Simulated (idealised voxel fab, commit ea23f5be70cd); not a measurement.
Process module in this document: voxel local oxidation
For reference, the cross-section in this document is cut, with width 160 nm and square cells of 5 nm.
Throughout this document, each cross-section is represented as a grid of square cells and is presented as a sequence of bands enumerated from the top downward, where a band comprises one or more rows of cells. This entry defines a band. It first specifies the height of the band's top and the height of its bottom in nm, and then specifies the band's materials from left to right, stating each material with its width in nm. The word "full width" identifies a single material that fills the band from edge to edge, while the word "blank" identifies empty space. Heads up on the height convention: 0 is the point under which the incoming wafer is all one material, and the lowest band has no bottom, it just keeps going down, like "0..down". It should be noted that a width expressed as "30..40" varies in equal increments from row to row of cells within the band, taking the value of the first number at the top row and that of the second number at the bottom row. Step marked "no modification"? Then no cell in the cross-section changed in it. Any empty space of 8 cells or more lacking an open way to the top shows up in "Entrapped voids" as width x height at distance, distance from the left edge, in nm. If you see something after the settings on a step's line, that's the simulator's own remark about that step. On any step carrying a mask, the "overlay nm" setting, if present on the step's line, tells how far right of its planned place the mask lay; negative values point to the left.

[Here's what the planned process steps look like]
1) RECEIVE [material Si]
2) CONFORMAL_DEP [material SiO2] [thk nm 5]
3) CONFORMAL_DEP [material SiN] [thk nm 15]
4) DIRECTIONAL_DEP [material aC] [thk nm 5]
5) PATTERN [tone cover] [mask id ACTIVE] [material resist] [width nm 100] [thk nm 30] [overlay nm 0]
6) DIRECTIONAL_ETCH [etch materials aC] [depth nm 15]
7) STRIP [etch materials resist]
8) DIRECTIONAL_ETCH [etch materials SiN] [depth nm 15]
9) STRIP [etch materials aC]
10) SELECTIVE_ETCH [etch materials SiO2] [depth nm 5]
11) OXIDIZE [depth nm 10]
12) STRIP [etch materials SiN]
For this document, wafers share an identical start and vary in the step 4 thk nm; the plan quotes the first wafer's value.

[Cut through the first of several wafers as received, post step 1]
	0..down = Si full width
	Entrapped voids: none

[Cross-sectional representation of the first of several wafers at the end of the module, i.e. after its terminal step, step 12]
	5..0 = blank (35), SiO2 (90), blank (35)
	0..-10 = SiO2 (45), Si (70), SiO2 (45)
	-10..down = Si full width
	Entrapped voids: none

[Here we cross-sectioned the last of the wafers once the module was done]
	5..0 = SiO2 full width
	0..down = Si full width
	Entrapped voids: none

[wafer rows; end of module; cells per material since receipt: (+) gained, (-) lost; then closed voids]
thk nm 5 | -36 Si | +54 SiO2 | Entrapped voids: none
thk nm 10 | -36 Si | +54 SiO2 | Entrapped voids: none
thk nm 15 | -36 Si | +54 SiO2 | Entrapped voids: none
thk nm 20 | +32 SiO2 | Entrapped voids: none
thk nm 25 | +32 SiO2 | Entrapped voids: none
thk nm 30 | +32 SiO2 | Entrapped voids: none
